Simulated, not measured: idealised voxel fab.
Process module name: voxel fin reveal
cross-section cut | 255 nm wide | cells 5 nm
Format of a cross-section: grid, square cells. Given as bands. Order: top down. Band: one or more rows of cells.
In this notation a band is specified by the heights of its top and bottom, in that order and in nm, after which its materials appear from left to right, each paired with its width in nm. The word "edge to edge" attached to a single material means that material fills the band from edge to edge; the word "empty" stands for empty space.
It should be noted that heights are counted from 0, beneath which the wafer as supplied is of one material throughout, and that the lowest band possesses no lower boundary but continues downward, as written in "top 0, no bottom".
Width spec "30..40" -> top row of cells at first value, bottom row at second value, equal per-row change in between.
The designation "left unchanged", where it is given for a processing step, indicates that no cell of the cross-section was altered in the course of that step.
"Cavities, sealed": sealed empty spaces, 8 cells or more, no open way to top, listed width x height at distance, with distance from the left edge and width, height and distance in nm.
Text after the settings on a step's line: the simulator's own remark on that step.
You can add "overlay nm" to a step's line. For a step with a mask, it describes how far the mask lay to the right of its planned position, and a negative number describes a lay to the left.
So here's the lineup of process steps we planned
| 1 | RECEIVE: material Si |
| 2 | CONFORMAL_DEP: material SiN, thk nm 10 |
| 3 | MASKED_ETCH: tone cover, mask id FINS, width nm 15, pitch nm 35, etch materials SiN, depth nm 10, overlay nm 0 |
| 4 | MASKED_ETCH: tone cover, mask id FINS, width nm 15, pitch nm 35, etch materials Si, depth nm 35, overlay nm 0 |
| 5 | FILL_DEP: material SiO2, thk nm 15 |
| 6 | CMP: height nm 10 |
| 7 | SELECTIVE_ETCH: etch materials SiO2, depth nm 20 |
| 8 | STRIP: etch materials SiN |
The cross-section here shows the wafer as received, i.e. in its state after step 1
> top 0, no bottom | Si edge to edge
> Cavities, sealed: none
Looking at the first of two wafers in cross-section at end of module - ran to plan
> top 0, bottom -10 | empty 65 nm, Si 15 nm, empty 20 nm, Si 15 nm, empty 20 nm, Si 15 nm, empty 20 nm, Si 15 nm, empty 70 nm
> top -10, bottom -35 | SiO2 65 nm, Si 15 nm, SiO2 20 nm, Si 15 nm, SiO2 20 nm, Si 15 nm, SiO2 20 nm, Si 15 nm, SiO2 70 nm
> top -35, no bottom | Si edge to edge
> Cavities, sealed: none
Cross-section, wafer two of two, end of module: same start and plan as wafer one, one error in execution
> top 5, bottom 0 | SiO2 65 nm, empty 15 nm, SiO2 20 nm, empty 15 nm, SiO2 20 nm, empty 15 nm, SiO2 20 nm, empty 15 nm, SiO2 70 nm
> top 0, bottom -35 | SiO2 65 nm, Si 15 nm, SiO2 20 nm, Si 15 nm, SiO2 20 nm, Si 15 nm, SiO2 20 nm, Si 15 nm, SiO2 70 nm
> top -35, no bottom | Si edge to edge
> Cavities, sealed: none
The mistake made against the process plan was this: plan step 6 never ran because it was skipped
FYI, end of process, the second wafer has more or fewer cells of some materials than the first: 117 more of SiO2
